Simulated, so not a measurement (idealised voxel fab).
process module | voxel gate over fins
cross-section cut | 260 nm wide | cells 5 nm
A cross-section is a grid of square cells, given in bands from the top down. A band is one or more rows of cells.
Each band's line starts with the height of the band's top and of its bottom, in nm. Then come its materials from left to right, each with its width in nm. One material with "throughout" fills the band from edge to edge. "air" is empty space.
Height 0 is the level under which the wafer as received is all one material. The lowest band goes on downwards, as in "0 down".
A width such as "30 to 40" changes by the same amount from each row of cells to the next, from the band's top row to its bottom row.
"no change" after a step means that no cell of the cross-section changed.
closed voids: empty space of 8 cells or more with no open way to the top, each as width x height at its distance from the left edge, in nm
after a step's settings: what the simulator itself notes on the step
overlay nm, on a step with a mask: how far to the right of its planned place the mask lay; to the left if negative
plan
1 op RECEIVE | material Si
2 op CONFORMAL_DEP | material SiN | thk nm 5
3 op MASKED_ETCH | tone cover | mask id FINS | width nm 15 | pitch nm 50 | etch materials SiN | depth nm 5 | overlay nm 0
4 op MASKED_ETCH | tone cover | mask id FINS | width nm 15 | pitch nm 50 | etch materials Si | depth nm 35 | overlay nm 0
5 op OXIDIZE | depth nm 5
6 op FILL_DEP | material SiO2 | thk nm 15
7 op CMP | height nm 5
8 op MASKED_ETCH | tone open | mask id RAIL | width nm 15 | etch materials SiO2 | depth nm 35 | overlay nm 0
9 op CONFORMAL_DEP | material TiN | thk nm 5
10 op FILL_DEP | material Ru | thk nm 5
11 op CMP | height nm 5
12 op SELECTIVE_ETCH | etch materials W Ru TiN | depth nm 20
13 op FILL_DEP | material SiO2 | thk nm 5
14 op CMP | height nm 5
15 op SELECTIVE_ETCH | etch materials SiO2 | depth nm 15
16 op STRIP | etch materials SiN
17 op CONFORMAL_DEP | material HfO2 | thk nm 5
18 op CONFORMAL_DEP | material TiN | thk nm 5
19 op CONFORMAL_DEP | material TiAl | thk nm 5
20 op CONFORMAL_DEP | material TiN | thk nm 5
21 op FILL_DEP | material W | thk nm 10
22 op CMP | height nm 25
23 op CONFORMAL_DEP | material SiCN | thk nm 5
as received, after step 1
  0 down: Si throughout
  closed voids: none
a wafer at the end: this start, this plan, one mistake
  30 to 25: SiCN throughout
  25 to 20: W throughout
  20 to 15: W 30 | TiN 45 | W 5 | TiN 45 | W 5 | TiN 45 | W 5 | TiN 45 | W 35
  15 to 10: W 30 | TiN 5 | TiAl 35 | TiN 5 | W 5 | TiN 5 | TiAl 35 | TiN 5 | W 5 | TiN 5 | TiAl 35 | TiN 5 | W 5 | TiN 5 | TiAl 35 | TiN 5 | W 35
  10 to 5: W 30 | TiN 5 | TiAl 5 | TiN 25 | TiAl 5 | TiN 5 | W 5 | TiN 5 | TiAl 5 | TiN 25 | TiAl 5 | TiN 5 | W 5 | TiN 5 | TiAl 5 | TiN 25 | TiAl 5 | TiN 5 | W 5 | TiN 5 | TiAl 5 | TiN 25 | TiAl 5 | TiN 5 | W 35
  5 to 0: W 30 | TiN 5 | TiAl 5 | TiN 5 | HfO2 15 | TiN 5 | TiAl 5 | TiN 15 | TiAl 5 | TiN 5 | HfO2 15 | TiN 5 | TiAl 5 | TiN 5 | W 5 | TiN 5 | TiAl 5 | TiN 5 | HfO2 15 | TiN 5 | TiAl 5 | TiN 5 | W 5 | TiN 5 | TiAl 5 | TiN 5 | HfO2 15 | TiN 5 | TiAl 5 | TiN 5 | W 35
  0 to -5: W 30 | TiN 5 | TiAl 5 | TiN 5 | HfO2 5 | Si 5 | HfO2 5 | TiN 5 | TiAl 25 | TiN 5 | HfO2 5 | Si 5 | HfO2 5 | TiN 5 | TiAl 5 | TiN 5 | W 5 | TiN 5 | TiAl 5 | TiN 5 | HfO2 5 | Si 5 | HfO2 5 | TiN 5 | TiAl 5 | TiN 5 | W 5 | TiN 5 | TiAl 5 | TiN 5 | HfO2 5 | Si 5 | HfO2 5 | TiN 5 | TiAl 5 | TiN 5 | W 35
  -5 to -10: TiN 35 | TiAl 5 | TiN 5 | HfO2 5 | Si 5 | HfO2 5 | TiN 35 | HfO2 5 | Si 5 | HfO2 5 | TiN 5 | TiAl 5 | TiN 15 | TiAl 5 | TiN 5 | HfO2 5 | Si 5 | HfO2 5 | TiN 5 | TiAl 5 | TiN 15 | TiAl 5 | TiN 5 | HfO2 5 | Si 5 | HfO2 5 | TiN 5 | TiAl 5 | TiN 40
  -10 to -15: TiAl 40 | TiN 5 | HfO2 5 | Si 5 | HfO2 5 | TiN 5 | HfO2 25 | TiN 5 | HfO2 5 | Si 5 | HfO2 5 | TiN 5 | TiAl 25 | TiN 5 | HfO2 5 | Si 5 | HfO2 5 | TiN 5 | TiAl 25 | TiN 5 | HfO2 5 | Si 5 | HfO2 5 | TiN 5 | TiAl 45
  -15 to -20: TiN 45 | HfO2 5 | Si 5 | HfO2 5 | TiN 5 | HfO2 5 | TiN 5 | Ru 5 | TiN 5 | HfO2 5 | TiN 5 | HfO2 5 | Si 5 | HfO2 5 | TiN 35 | HfO2 5 | Si 5 | HfO2 5 | TiN 35 | HfO2 5 | Si 5 | HfO2 5 | TiN 50
  -20 to -25: HfO2 50 | Si 5 | HfO2 15 | TiN 5 | Ru 5 | TiN 5 | HfO2 15 | Si 5 | HfO2 45 | Si 5 | HfO2 45 | Si 5 | HfO2 55
  -25 to -30: SiO2 50 | Si 5 | SiO2 15 | TiN 15 | SiO2 15 | Si 5 | SiO2 45 | Si 5 | SiO2 45 | Si 5 | SiO2 55
  -30 to -40: SiO2 50 | Si 5 | SiO2 45 | Si 5 | SiO2 45 | Si 5 | SiO2 45 | Si 5 | SiO2 55
  -40 down: Si throughout
  closed voids: none
what went wrong: step 15 was run twice
